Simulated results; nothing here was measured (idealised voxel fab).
process module | voxel transistor to metal
cross-section cut | 295 nm wide | cells 5 nm
A cross-section is a grid of square cells, given in bands from the top down. A band is one or more rows of cells.
Each band's line starts with the height of the band's top and of its bottom, in nm. Then come its materials from left to right, each with its width in nm. One material with "throughout" fills the band from edge to edge. "air" is empty space.
Height 0 is the level under which the wafer as received is all one material. The lowest band goes on downwards, as in "0 down".
A width such as "30 to 40" changes by the same amount from each row of cells to the next, from the band's top row to its bottom row.
"no change" after a step means that no cell of the cross-section changed.
closed voids: empty space of 8 cells or more with no open way to the top, each as width x height at its distance from the left edge, in nm
after a step's settings: what the simulator itself notes on the step
overlay nm, on a step with a mask: how far to the right of its planned place the mask lay; to the left if negative
plan
1 op RECEIVE | material Si
2 op CONFORMAL_DEP | material SiO2 | thk nm 5
3 op CONFORMAL_DEP | material SiN | thk nm 15
4 op PATTERN | tone cover | mask id ACTIVE | material resist | width nm 105 | pitch nm 135 | thk nm 15 | overlay nm 0
5 op DIRECTIONAL_ETCH | etch materials SiN | depth nm 15
6 op DIRECTIONAL_ETCH | etch materials SiO2 | depth nm 5
7 op DIRECTIONAL_ETCH | etch materials Si | depth nm 30
8 op STRIP | etch materials resist
9 op OXIDIZE | depth nm 5
10 op FILL_DEP | material SiO2 | thk nm 10
11 op CMP | height nm 20
12 op SELECTIVE_ETCH | etch materials SiO2 | depth nm 15
13 op STRIP | etch materials SiN
14 op SELECTIVE_ETCH | etch materials SiO2 | depth nm 5
15 op OXIDIZE | depth nm 5
16 op DIRECTIONAL_DEP | material polySi | thk nm 25
17 op DIRECTIONAL_DEP | material SiCN | thk nm 10
18 op MASKED_ETCH | tone cover | mask id GATE | width nm 25 | pitch nm 135 | etch materials SiCN | depth nm 20 | overlay nm 0
19 op MASKED_ETCH | tone cover | mask id GATE | width nm 25 | pitch nm 135 | etch materials polySi | depth nm 35 | overlay nm 0
20 op CONFORMAL_DEP | material SiO2 | thk nm 5
21 op DIRECTIONAL_ETCH | etch materials SiO2 | depth nm 5
22 op CONFORMAL_DEP | material SiN | thk nm 10
23 op DIRECTIONAL_ETCH | etch materials SiN | depth nm 10
24 op DIRECTIONAL_ETCH | etch materials SiO2 | depth nm 5
25 op DIRECTIONAL_ETCH | etch materials Si | depth nm 15
26 op EPI | material nSi | thk nm 15
27 op FILL_DEP | material SiO2 | thk nm 10
28 op CMP | height nm 35
29 op DIRECTIONAL_DEP | material SiO2 | thk nm 15
30 op DIRECTIONAL_DEP | material aC | thk nm 15
31 op PATTERN | tone open | mask id CONTACT | material resist | width nm 30 | thk nm 30 | overlay nm 0
32 op DIRECTIONAL_ETCH | etch materials aC | depth nm 15
33 op STRIP | etch materials resist
34 op DIRECTIONAL_ETCH | etch materials SiO2 | depth nm 55
35 op STRIP | etch materials aC
36 op CONFORMAL_DEP | material TiN | thk nm 5
37 op FILL_DEP | material W | thk nm 5
38 op CMP | height nm 50
39 op DIRECTIONAL_DEP | material TiN | thk nm 5
40 op DIRECTIONAL_DEP | material Ru | thk nm 20
41 op PATTERN | tone cover | mask id METAL_1 | material resist | width nm 20 | thk nm 20 | overlay nm 0
42 op DIRECTIONAL_ETCH | etch materials Ru | depth nm 20
43 op DIRECTIONAL_ETCH | etch materials TiN | depth nm 5
44 op STRIP | etch materials resist
45 op CONFORMAL_DEP | material SiN | thk nm 5
46 op FILL_DEP | material lowk | thk nm 5
47 op CMP | height nm 75
48 op CONFORMAL_DEP | material SiCN | thk nm 5
49 op DIRECTIONAL_DEP | material lowk | thk nm 25
50 op DIRECTIONAL_DEP | material aC | thk nm 15
51 op PATTERN | tone open | mask id METAL_2 | material resist | width nm 20 | pitch nm 135 | thk nm 35 | overlay nm 0
52 op DIRECTIONAL_ETCH | etch materials aC | depth nm 15
53 op STRIP | etch materials resist
54 op DIRECTIONAL_ETCH | etch materials lowk | depth nm 15
55 op STRIP | etch materials aC
56 op DIRECTIONAL_DEP | material aC | thk nm 10
57 op PATTERN | tone open | mask id METAL_2_HOLES | material resist | width nm 15 | pitch nm 135 | thk nm 25 | overlay nm 0
58 op DIRECTIONAL_ETCH | etch materials aC | depth nm 10
59 op STRIP | etch materials resist
60 op DIRECTIONAL_ETCH | etch materials lowk | depth nm 10
61 op DIRECTIONAL_ETCH | etch materials SiCN | depth nm 5
62 op STRIP | etch materials aC
63 op CONFORMAL_DEP | material TiN | thk nm 5
64 op FILL_DEP | material Cu | thk nm 5
65 op CMP | height nm 105
66 op CONFORMAL_DEP | material SiCN | thk nm 5
as received, after step 1
  0 down: Si throughout
  closed voids: none
first wafer at the end, as planned
  110 to 105: SiCN throughout
  105 to 95: lowk 30 | TiN 5 | Cu 10 | TiN 5 | lowk 115 | TiN 5 | Cu 10 | TiN 5 | lowk 110
  95 to 90: lowk 30 | TiN 5 | Cu 5 | TiN 10 | lowk 115 | TiN 5 | Cu 5 | TiN 10 | lowk 110
  90 to 80: lowk 30 | TiN 5 | Cu 5 | TiN 5 | lowk 120 | TiN 5 | Cu 5 | TiN 5 | lowk 115
  80 to 75: SiCN 30 | TiN 15 | SiCN 120 | TiN 15 | SiCN 115
  75 to 55: lowk 25 | SiN 5 | Ru 20 | SiN 5 | lowk 45 | SiN 5 | Ru 20 | SiN 5 | lowk 30 | SiN 5 | Ru 20 | SiN 5 | lowk 45 | SiN 5 | Ru 20 | SiN 5 | lowk 30
  55 to 50: SiN 30 | TiN 20 | SiN 55 | TiN 20 | SiN 40 | TiN 20 | SiN 55 | TiN 20 | SiN 35
  50 to 40: SiO2 30 | TiN 5 | W 20 | TiN 5 | SiO2 35 | TiN 5 | W 20 | TiN 5 | SiO2 40 | TiN 5 | W 20 | TiN 5 | SiO2 35 | TiN 5 | W 20 | TiN 5 | SiO2 35
  40 to 35: SiO2 30 | TiN 5 | W 10 | TiN 15 | SiO2 35 | TiN 15 | W 10 | TiN 5 | SiO2 40 | TiN 5 | W 10 | TiN 15 | SiO2 35 | TiN 15 | W 10 | TiN 5 | SiO2 35
  35 to 25: SiO2 30 | TiN 5 | W 10 | TiN 5 | SiN 10 | SiO2 5 | SiCN 25 | SiO2 5 | SiN 10 | TiN 5 | W 10 | TiN 5 | SiO2 40 | TiN 5 | W 10 | TiN 5 | SiN 10 | SiO2 5 | SiCN 25 | SiO2 5 | SiN 10 | TiN 5 | W 10 | TiN 5 | SiO2 35
  25 to 15: SiO2 30 | TiN 5 | W 10 | TiN 5 | SiN 10 | SiO2 5 | polySi 25 | SiO2 5 | SiN 10 | TiN 5 | W 10 | TiN 5 | SiO2 40 | TiN 5 | W 10 | TiN 5 | SiN 10 | SiO2 5 | polySi 25 | SiO2 5 | SiN 10 | TiN 5 | W 10 | TiN 5 | SiO2 35
  15 to 10: SiO2 30 | TiN 20 | SiN 10 | SiO2 5 | polySi 25 | SiO2 5 | SiN 10 | TiN 20 | SiO2 40 | TiN 20 | SiN 10 | SiO2 5 | polySi 25 | SiO2 5 | SiN 10 | TiN 20 | SiO2 35
  10 to 0: SiO2 30 | TiN 5 | nSi 15 | SiN 10 | SiO2 5 | polySi 25 | SiO2 5 | SiN 10 | nSi 15 | TiN 5 | SiO2 40 | TiN 5 | nSi 15 | SiN 10 | SiO2 5 | polySi 25 | SiO2 5 | SiN 10 | nSi 15 | TiN 5 | SiO2 35
  0 to -5: SiO2 30 | TiN 5 | nSi 15 | SiO2 55 | nSi 15 | TiN 5 | SiO2 40 | TiN 5 | nSi 15 | SiO2 55 | nSi 15 | TiN 5 | SiO2 35
  -5 to -20: SiO2 30 | nSi 20 | Si 55 | nSi 20 | SiO2 40 | nSi 20 | Si 55 | nSi 20 | SiO2 35
  -20 to -35: SiO2 30 | Si 95 | SiO2 40 | Si 95 | SiO2 35
  -35 down: Si throughout
  closed voids: none
second wafer at the end: like start, like plan, one mistake
  110 to 105: SiCN throughout
  105 to 95: lowk 30 | TiN 5 | Cu 10 | TiN 5 | lowk 115 | TiN 5 | Cu 10 | TiN 5 | lowk 110
  95 to 90: lowk 30 | TiN 5 | Cu 5 | TiN 10 | lowk 115 | TiN 5 | Cu 5 | TiN 10 | lowk 110
  90 to 80: lowk 30 | TiN 5 | Cu 5 | TiN 5 | lowk 120 | TiN 5 | Cu 5 | TiN 5 | lowk 115
  80 to 75: SiCN 30 | TiN 15 | SiCN 120 | TiN 15 | SiCN 115
  75 to 55: lowk 25 | SiN 5 | Ru 20 | SiN 5 | lowk 45 | SiN 5 | Ru 20 | SiN 5 | lowk 30 | SiN 5 | Ru 20 | SiN 5 | lowk 45 | SiN 5 | Ru 20 | SiN 5 | lowk 30
  55 to 50: SiN 30 | TiN 20 | SiN 55 | TiN 20 | SiN 40 | TiN 20 | SiN 55 | TiN 20 | SiN 35
  50 to 40: SiO2 30 | TiN 5 | W 20 | TiN 5 | SiO2 35 | TiN 5 | W 20 | TiN 5 | SiO2 40 | TiN 5 | W 20 | TiN 5 | SiO2 35 | TiN 5 | W 20 | TiN 5 | SiO2 35
  40 to 35: SiO2 30 | TiN 5 | W 10 | TiN 15 | SiO2 35 | TiN 15 | W 10 | TiN 5 | SiO2 40 | TiN 5 | W 10 | TiN 15 | SiO2 35 | TiN 15 | W 10 | TiN 5 | SiO2 35
  35 to 25: SiO2 30 | TiN 5 | W 10 | TiN 5 | SiN 10 | SiO2 5 | SiCN 25 | SiO2 5 | SiN 10 | TiN 5 | W 10 | TiN 5 | SiO2 40 | TiN 5 | W 10 | TiN 5 | SiN 10 | SiO2 5 | SiCN 25 | SiO2 5 | SiN 10 | TiN 5 | W 10 | TiN 5 | SiO2 35
  25 to 0: SiO2 30 | TiN 5 | W 10 | TiN 5 | SiN 10 | SiO2 5 | polySi 25 | SiO2 5 | SiN 10 | TiN 5 | W 10 | TiN 5 | SiO2 40 | TiN 5 | W 10 | TiN 5 | SiN 10 | SiO2 5 | polySi 25 | SiO2 5 | SiN 10 | TiN 5 | W 10 | TiN 5 | SiO2 35
  0 to -5: SiO2 30 | TiN 20 | SiO2 55 | TiN 20 | SiO2 40 | TiN 20 | SiO2 55 | TiN 20 | SiO2 35
  -5 to -20: nSi 20 | SiO2 115 | nSi 20 | SiO2 115 | nSi 25
  -20 to -35: Si 20 | SiO2 115 | Si 20 | SiO2 115 | Si 25
  -35 down: Si throughout
  closed voids: none
what went wrong: step 4 ran as: op PATTERN | tone open | mask id ACTIVE | material resist | width nm 105 | pitch nm 135 | thk nm 15 | overlay nm 0
at the end the second wafer has, in cells: 141 fewer of Si | 150 more of SiO2 | 12 more of TiN | 24 more of W | 45 fewer of nSi
